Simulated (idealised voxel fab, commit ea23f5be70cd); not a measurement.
process module | voxel wiring stack
cross-section cut | 240 nm wide | cells 5 nm
A cross-section is a grid of square cells, given in bands from the top down. A band is one or more rows of cells.
Each band's line starts with the height of the band's top and of its bottom, in nm. Then come its materials from left to right, each with its width in nm. One material with "throughout" fills the band from edge to edge. "air" is empty space.
Height 0 is the level under which the wafer as received is all one material. The lowest band goes on downwards, as in "0 down".
A width such as "30 to 40" changes by the same amount from each row of cells to the next, from the band's top row to its bottom row.
"no change" after a step means that no cell of the cross-section changed.
closed voids: empty space of 8 cells or more with no open way to the top, each as width x height at its distance from the left edge, in nm
after a step's settings: what the simulator itself notes on the step
overlay nm, on a step with a mask: how far to the right of its planned place the mask lay; to the left if negative
plan
1 op RECEIVE | material Si
2 op CONFORMAL_DEP | material SiO2 | thk nm 15
3 op DIRECTIONAL_DEP | material TiN | thk nm 5
4 op DIRECTIONAL_DEP | material W | thk nm 20
5 op PATTERN | tone cover | mask id METAL_1 | material resist | width nm 25 | pitch nm 45 | thk nm 15 | overlay nm 0
6 op DIRECTIONAL_ETCH | etch materials W | depth nm 20
7 op DIRECTIONAL_ETCH | etch materials TiN | depth nm 5
8 op STRIP | etch materials resist
9 op FILL_DEP | material SiO2 | thk nm 10
10 op CMP | height nm 40
11 op CONFORMAL_DEP | material SiCN | thk nm 5
12 op DIRECTIONAL_DEP | material SiO2 | thk nm 25
13 op MASKED_ETCH | tone open | mask id METAL_2_HOLES | width nm 15 | pitch nm 90 | etch materials SiO2 | depth nm 25 | overlay nm 0
14 op PATTERN | tone open | mask id METAL_2 | material resist | width nm 25 | pitch nm 45 | thk nm 15 | overlay nm 0
15 op DIRECTIONAL_ETCH | etch materials SiO2 | depth nm 15
16 op DIRECTIONAL_ETCH | etch materials SiCN | depth nm 5
17 op STRIP | etch materials resist
18 op CONFORMAL_DEP | material TiN | thk nm 5
19 op FILL_DEP | material Cu | thk nm 10
20 op CMP | height nm 70
21 op CONFORMAL_DEP | material SiCN | thk nm 5
22 op DIRECTIONAL_DEP | material SiO2 | thk nm 35
23 op DIRECTIONAL_DEP | material aC | thk nm 15
24 op PATTERN | tone open | mask id METAL_3 | material resist | width nm 25 | pitch nm 45 | thk nm 35 | overlay nm 0
25 op DIRECTIONAL_ETCH | etch materials aC | depth nm 15
26 op STRIP | etch materials resist
27 op DIRECTIONAL_ETCH | etch materials SiO2 | depth nm 20
28 op STRIP | etch materials aC
29 op PATTERN | tone open | mask id METAL_3_HOLES | material resist | width nm 15 | pitch nm 90 | thk nm 20 | overlay nm 0
30 op DIRECTIONAL_ETCH | etch materials SiO2 | depth nm 15
31 op DIRECTIONAL_ETCH | etch materials SiCN | depth nm 5
32 op STRIP | etch materials resist
33 op CONFORMAL_DEP | material TiN | thk nm 5
34 op FILL_DEP | material Ru | thk nm 10
35 op CMP | height nm 110
36 op CONFORMAL_DEP | material SiCN | thk nm 5
37 op DIRECTIONAL_DEP | material SiO2 | thk nm 25
38 op DIRECTIONAL_DEP | material aC | thk nm 15
39 op PATTERN | tone open | mask id METAL_4 | material resist | width nm 25 | pitch nm 45 | thk nm 30 | overlay nm 0
40 op DIRECTIONAL_ETCH | etch materials aC | depth nm 15
41 op STRIP | etch materials resist
42 op DIRECTIONAL_ETCH | etch materials SiO2 | depth nm 15
43 op STRIP | etch materials aC
44 op PATTERN | tone open | mask id METAL_4_HOLES | material resist | width nm 15 | pitch nm 90 | thk nm 20 | overlay nm 0
45 op DIRECTIONAL_ETCH | etch materials SiO2 | depth nm 10
46 op DIRECTIONAL_ETCH | etch materials SiCN | depth nm 5
47 op STRIP | etch materials resist
48 op CONFORMAL_DEP | material TiN | thk nm 5
49 op FILL_DEP | material Cu | thk nm 10
50 op CMP | height nm 140
51 op CONFORMAL_DEP | material SiN | thk nm 5
varied across the wafers: width nm of step 29. The plan shows the first wafer's value. All wafers start alike
first wafer as received, after step 1
  0 down: Si throughout
  closed voids: none
first wafer at the end, after step 51
  145 to 140: SiN throughout
  140 to 130: SiO2 60 | TiN 5 | Cu 15 | TiN 5 | SiO2 20 | TiN 5 | Cu 15 | TiN 5 | SiO2 20 | TiN 5 | Cu 15 | TiN 5 | SiO2 65
  130 to 125: SiO2 60 | TiN 5 | Cu 5 | TiN 15 | SiO2 20 | TiN 25 | SiO2 20 | TiN 5 | Cu 5 | TiN 15 | SiO2 65
  125 to 115: SiO2 60 | TiN 5 | Cu 5 | TiN 5 | SiO2 75 | TiN 5 | Cu 5 | TiN 5 | SiO2 75
  115 to 110: SiCN 60 | TiN 15 | SiCN 75 | TiN 15 | SiCN 75
  110 to 95: SiO2 60 | TiN 5 | Ru 15 | TiN 5 | SiO2 20 | TiN 5 | Ru 15 | TiN 5 | SiO2 20 | TiN 5 | Ru 15 | TiN 5 | SiO2 65
  95 to 90: SiO2 60 | TiN 5 | Ru 5 | TiN 15 | SiO2 20 | TiN 25 | SiO2 20 | TiN 5 | Ru 5 | TiN 15 | SiO2 65
  90 to 75: SiO2 60 | TiN 5 | Ru 5 | TiN 5 | SiO2 75 | TiN 5 | Ru 5 | TiN 5 | SiO2 75
  75 to 70: SiCN 60 | TiN 15 | SiCN 75 | TiN 15 | SiCN 75
  70 to 60: SiO2 60 | TiN 5 | Cu 15 | TiN 5 | SiO2 20 | TiN 5 | Cu 15 | TiN 5 | SiO2 20 | TiN 5 | Cu 15 | TiN 5 | SiO2 65
  60 to 55: SiO2 60 | TiN 5 | Cu 5 | TiN 15 | SiO2 20 | TiN 25 | SiO2 20 | TiN 5 | Cu 5 | TiN 15 | SiO2 65
  55 to 45: SiO2 60 | TiN 5 | Cu 5 | TiN 5 | SiO2 75 | TiN 5 | Cu 5 | TiN 5 | SiO2 75
  45 to 40: SiCN 60 | TiN 15 | SiCN 75 | TiN 15 | SiCN 75
  40 to 20: SiO2 60 | W 25 | SiO2 20 | W 25 | SiO2 20 | W 25 | SiO2 65
  20 to 15: SiO2 60 | TiN 25 | SiO2 20 | TiN 25 | SiO2 20 | TiN 25 | SiO2 65
  15 to 0: SiO2 throughout
  0 down: Si throughout
  closed voids: none
last wafer at the end
  145 to 140: SiN throughout
  140 to 130: SiO2 60 | TiN 5 | Cu 15 | TiN 5 | SiO2 20 | TiN 5 | Cu 15 | TiN 5 | SiO2 20 | TiN 5 | Cu 15 | TiN 5 | SiO2 65
  130 to 125: SiO2 60 | TiN 5 | Cu 5 | TiN 15 | SiO2 20 | TiN 25 | SiO2 20 | TiN 5 | Cu 5 | TiN 15 | SiO2 65
  125 to 115: SiO2 60 | TiN 5 | Cu 5 | TiN 5 | SiO2 75 | TiN 5 | Cu 5 | TiN 5 | SiO2 75
  115 to 110: SiCN 60 | TiN 15 | SiCN 75 | TiN 15 | SiCN 75
  110 to 100: SiO2 55 | TiN 5 | Ru 20 | TiN 5 | SiO2 20 | TiN 5 | Ru 15 | TiN 5 | SiO2 15 | TiN 5 | Ru 20 | TiN 5 | SiO2 65
  100 to 95: SiO2 55 | TiN 10 | Ru 15 | TiN 5 | SiO2 20 | TiN 5 | Ru 15 | TiN 5 | SiO2 15 | TiN 10 | Ru 15 | TiN 5 | SiO2 65
  95 to 90: SiO2 60 | TiN 5 | Ru 15 | TiN 5 | SiO2 20 | TiN 25 | SiO2 20 | TiN 5 | Ru 15 | TiN 5 | SiO2 65
  90 to 75: SiO2 60 | TiN 5 | Ru 15 | TiN 5 | SiO2 65 | TiN 5 | Ru 15 | TiN 5 | SiO2 65
  75 to 70: SiCN 60 | TiN 25 | SiCN 65 | TiN 25 | SiCN 65
  70 to 60: SiO2 60 | TiN 5 | Cu 15 | TiN 5 | SiO2 20 | TiN 5 | Cu 15 | TiN 5 | SiO2 20 | TiN 5 | Cu 15 | TiN 5 | SiO2 65
  60 to 55: SiO2 60 | TiN 5 | Cu 5 | TiN 15 | SiO2 20 | TiN 25 | SiO2 20 | TiN 5 | Cu 5 | TiN 15 | SiO2 65
  55 to 45: SiO2 60 | TiN 5 | Cu 5 | TiN 5 | SiO2 75 | TiN 5 | Cu 5 | TiN 5 | SiO2 75
  45 to 40: SiCN 60 | TiN 15 | SiCN 75 | TiN 15 | SiCN 75
  40 to 20: SiO2 60 | W 25 | SiO2 20 | W 25 | SiO2 20 | W 25 | SiO2 65
  20 to 15: SiO2 60 | TiN 25 | SiO2 20 | TiN 25 | SiO2 20 | TiN 25 | SiO2 65
  15 to 0: SiO2 throughout
  0 down: Si throughout
  closed voids: none
each wafer at the end: cells of each material gained (+) or lost (-) since it was received, then its closed voids
width nm 15 | +48 Cu | +35 Ru | +126 SiCN | +48 SiN | +933 SiO2 | +142 TiN | +60 W | closed voids: none
width nm 20 | +48 Cu | +43 Ru | +124 SiCN | +48 SiN | +927 SiO2 | +142 TiN | +60 W | closed voids: none
width nm 25 | +48 Cu | +47 Ru | +124 SiCN | +48 SiN | +921 SiO2 | +144 TiN | +60 W | closed voids: none
width nm 30 | +48 Cu | +55 Ru | +122 SiCN | +48 SiN | +915 SiO2 | +144 TiN | +60 W | closed voids: none
